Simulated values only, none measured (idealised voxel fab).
This section sets out a process module, namely voxel spacer lines.
225 nm wide, 5 nm square cells: that's cross-section cut.
In what follows, cross-sections appear as grids of square cells, described through bands that run from the top down, where every band is one or more rows of cells.
Quick guide to a band line: top height, bottom height (nm) up front; then every material left to right with its width in nm. Only one material and it's marked "throughout"? Then it fills the band edge to edge. And "blank" just means empty space.
Zero point of the height axis is 0; under it, received wafer = one material. Lowest band: continues down indefinitely, "0 nm and below".
It should be noted that a width expressed as "30 to 40" varies in equal increments from row to row of cells within the band, taking the value of the first number at the top row and that of the second number at the bottom row.
Take "nothing was modified" at face value: in the step it is given for, the cross-section changed in none of its cells.
Entry "Sealed-off cavities" = empty spaces >= 8 cells with no open way to the top; each as width x height at distance, distance from left edge, all nm.
Past the settings on a step's line: simulator remark, on that step.
A step's line can hold "overlay nm"; with a mask on that step, the setting says how far right of the planned place the mask lay, while a negative setting says it lay to the left.

Here's what the planned process steps look like
- 1: RECEIVE, material Si
- 2: CONFORMAL_DEP, material Al2O3, thk nm 10
- 3: DIRECTIONAL_DEP, material TiN, thk nm 15
- 4: DIRECTIONAL_DEP, material polySi, thk nm 20
- 5: PATTERN, tone cover, mask id MANDREL, material resist, width nm 25, pitch nm 80, thk nm 30, overlay nm 0
- 6: DIRECTIONAL_ETCH, etch materials polySi, depth nm 20
- 7: STRIP, etch materials resist
- 8: CONFORMAL_DEP, material SiO2, thk nm 15
- 9: DIRECTIONAL_ETCH, etch materials SiO2, depth nm 15
- 10: STRIP, etch materials polySi
- 11: DIRECTIONAL_ETCH, etch materials TiN, depth nm 15
- 12: STRIP, etch materials SiO2
- 13: FILL_DEP, material lowk, thk nm 10
- 14: CMP, height nm 25

Wafer, first of two, run as planned

Wafer at receipt (post step 1), cross-section
  0 nm and below: Si throughout
  Sealed-off cavities: none

Upon completion of step 2, the wafer appears in cross-section as shown
  10 nm to 0 nm: Al2O3 throughout
  At heights below 0, the structure remains unaltered.

Upon completion of step 3, the wafer appears in cross-section as shown
  25 nm to 10 nm: TiN throughout
  At heights below 10, the structure remains unaltered.

Upon completion of step 4, the wafer appears in cross-section as shown
  45 nm to 25 nm: polySi throughout
  At heights below 25, the structure remains unaltered.

Upon completion of step 5, the wafer appears in cross-section as shown
  75 nm to 45 nm: 60 nm blank, 25 nm resist, 55 nm blank, 25 nm resist, 60 nm blank
  At heights below 45, the structure remains unaltered.

Upon completion of step 6, the wafer appears in cross-section as shown
  75 nm to 45 nm: 60 nm blank, 25 nm resist, 55 nm blank, 25 nm resist, 60 nm blank
  45 nm to 25 nm: 60 nm blank, 25 nm polySi, 55 nm blank, 25 nm polySi, 60 nm blank
  At heights below 25, the structure remains unaltered.

Upon completion of step 7, the wafer appears in cross-section as shown
  45 nm to 25 nm: 60 nm blank, 25 nm polySi, 55 nm blank, 25 nm polySi, 60 nm blank
  At heights below 25, the structure remains unaltered.

Upon completion of step 8, the wafer appears in cross-section as shown
  60 nm to 45 nm: 45 nm blank, 55 nm SiO2, 25 nm blank, 55 nm SiO2, 45 nm blank
  45 nm to 40 nm: 45 nm blank, 15 nm SiO2, 25 nm polySi, 15 nm SiO2, 25 nm blank, 15 nm SiO2, 25 nm polySi, 15 nm SiO2, 45 nm blank
  40 nm to 25 nm: 60 nm SiO2, 25 nm polySi, 55 nm SiO2, 25 nm polySi, 60 nm SiO2
  At heights below 25, the structure remains unaltered.

Upon completion of step 9, the wafer appears in cross-section as shown
  45 nm to 25 nm: 45 nm blank, 15 nm SiO2, 25 nm polySi, 15 nm SiO2, 25 nm blank, 15 nm SiO2, 25 nm polySi, 15 nm SiO2, 45 nm blank
  At heights below 25, the structure remains unaltered.

Upon completion of step 10, the wafer appears in cross-section as shown
  45 nm to 25 nm: 45 nm blank, 15 nm SiO2, 25 nm blank, 15 nm SiO2, 25 nm blank, 15 nm SiO2, 25 nm blank, 15 nm SiO2, 45 nm blank
  At heights below 25, the structure remains unaltered.

Upon completion of step 11, the wafer appears in cross-section as shown
  45 nm to 25 nm: 45 nm blank, 15 nm SiO2, 25 nm blank, 15 nm SiO2, 25 nm blank, 15 nm SiO2, 25 nm blank, 15 nm SiO2, 45 nm blank
  25 nm to 10 nm: 45 nm blank, 15 nm TiN, 25 nm blank, 15 nm TiN, 25 nm blank, 15 nm TiN, 25 nm blank, 15 nm TiN, 45 nm blank
  At heights below 10, the structure remains unaltered.

Upon completion of step 12, the wafer appears in cross-section as shown
  25 nm to 10 nm: 45 nm blank, 15 nm TiN, 25 nm blank, 15 nm TiN, 25 nm blank, 15 nm TiN, 25 nm blank, 15 nm TiN, 45 nm blank
  At heights below 10, the structure remains unaltered.

Upon completion of step 13, the wafer appears in cross-section as shown
  35 nm to 25 nm: lowk throughout
  25 nm to 10 nm: 45 nm lowk, 15 nm TiN, 25 nm lowk, 15 nm TiN, 25 nm lowk, 15 nm TiN, 25 nm lowk, 15 nm TiN, 45 nm lowk
  At heights below 10, the structure remains unaltered.

Upon completion of step 14, the wafer appears in cross-section as shown
  25 nm to 10 nm: 45 nm lowk, 15 nm TiN, 25 nm lowk, 15 nm TiN, 25 nm lowk, 15 nm TiN, 25 nm lowk, 15 nm TiN, 45 nm lowk
  At heights below 10, the structure remains unaltered.

What follows concerns the second wafer, which started out like the first and was meant to follow the very same plan; one mistake crept in when it was run, but everything up to and including step 13 is the same as for the first wafer

Cross-section: second wafer, time at which step 14 was scheduled to end
  20 nm to 10 nm: 45 nm lowk, 15 nm TiN, 25 nm lowk, 15 nm TiN, 25 nm lowk, 15 nm TiN, 25 nm lowk, 15 nm TiN, 45 nm lowk
  At heights below 10, the structure remains unaltered.
The mistake made against the process plan was this: step 14 did not happen as planned, as run it was CMP, height nm 20
Materials where the second wafer ends with more or fewer cells than the first: TiN -12, lowk -33
